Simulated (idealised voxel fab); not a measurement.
Herein follows the process module entitled voxel fin reveal.
The figure presents cross-section cut, which has a width of 275 nm and is divided into square cells with an edge length of 5 nm.
In what follows, cross-sections appear as grids of square cells, described through bands that run from the top down, where every band is one or more rows of cells. Top, bottom (nm), then materials left to right with widths (nm); lone material tagged "all across" fills the whole band edge to edge; "air" = empty space. Heights from 0 (as-received wafer is one material below). Bottom band endless downward, as "0 down". The expression "30..40" gives the width at the extremes of the band, the first number at its top row of cells and the second at its bottom row, with the width changing by equal amounts from each row to the next in between. Step marked "nothing altered"? Then no cell in the cross-section changed in it. Listed in "Trapped cavities": every empty space of 8 or more cells without an open way to the top. Form: width x height at distance, the distance being from the left edge, all in nm. Note: text after step settings on the step line = simulator remark on that step. When a step includes a mask, the "overlay nm" setting on its line states how far to the right of its planned place that mask lay, and negative values state how far to the left.

The planned process steps are enumerated hereunder:
step 1: RECEIVE, material Si
step 2: CONFORMAL_DEP, material SiN, thk nm 5
step 3: MASKED_ETCH, tone cover, mask id FINS, width nm 15, pitch nm 40, etch materials SiN, depth nm 5, overlay nm 0
step 4: MASKED_ETCH, tone cover, mask id FINS, width nm 15, pitch nm 40, etch materials Si, depth nm 30, overlay nm 0
step 5: FILL_DEP, material SiO2, thk nm 15
step 6: CMP, height nm 5
step 7: SELECTIVE_ETCH, etch materials SiO2, depth nm 25
step 8: STRIP, etch materials SiN
step 9: CONFORMAL_DEP, material SiO2, thk nm 5
Don't read the plan's thk nm for step 2 as applying to every wafer: that's the first wafer's value, and the wafers differ in it, though they all start identical.

Cross-sectional view of the first of several wafers in the as-received condition, corresponding to the state following step 1:
* 0 down: Si all across
* Trapped cavities: none

Cross-section after step 9, the final step of the module, for the first of several wafers:
* 5 to 0: air (105)  SiO2 (25)  air (15)  SiO2 (25)  air (105)
* 0 to -15: air (105)  SiO2 (5)  Si (15)  SiO2 (5)  air (15)  SiO2 (5)  Si (15)  SiO2 (5)  air (105)
* -15 to -30: SiO2 (110)  Si (15)  SiO2 (25)  Si (15)  SiO2 (110)
* -30 down: Si all across
* Trapped cavities: none

Wafer cross-section (last wafer, module end):
* 5 to 0: SiO2 all across
* 0 down: Si all across
* Trapped cavities: none

So in this table every wafer gets its own row, and what you see is where it stands at the end of the module: for each material, how many cells it picked up (+) or gave up (-) since we received it, and after that its closed voids:
thk nm 5, -294 Si, +169 SiO2, Trapped cavities: none
thk nm 10, +55 SiO2, Trapped cavities: none
thk nm 15, +55 SiO2, Trapped cavities: none
thk nm 20, +55 SiO2, Trapped cavities: none
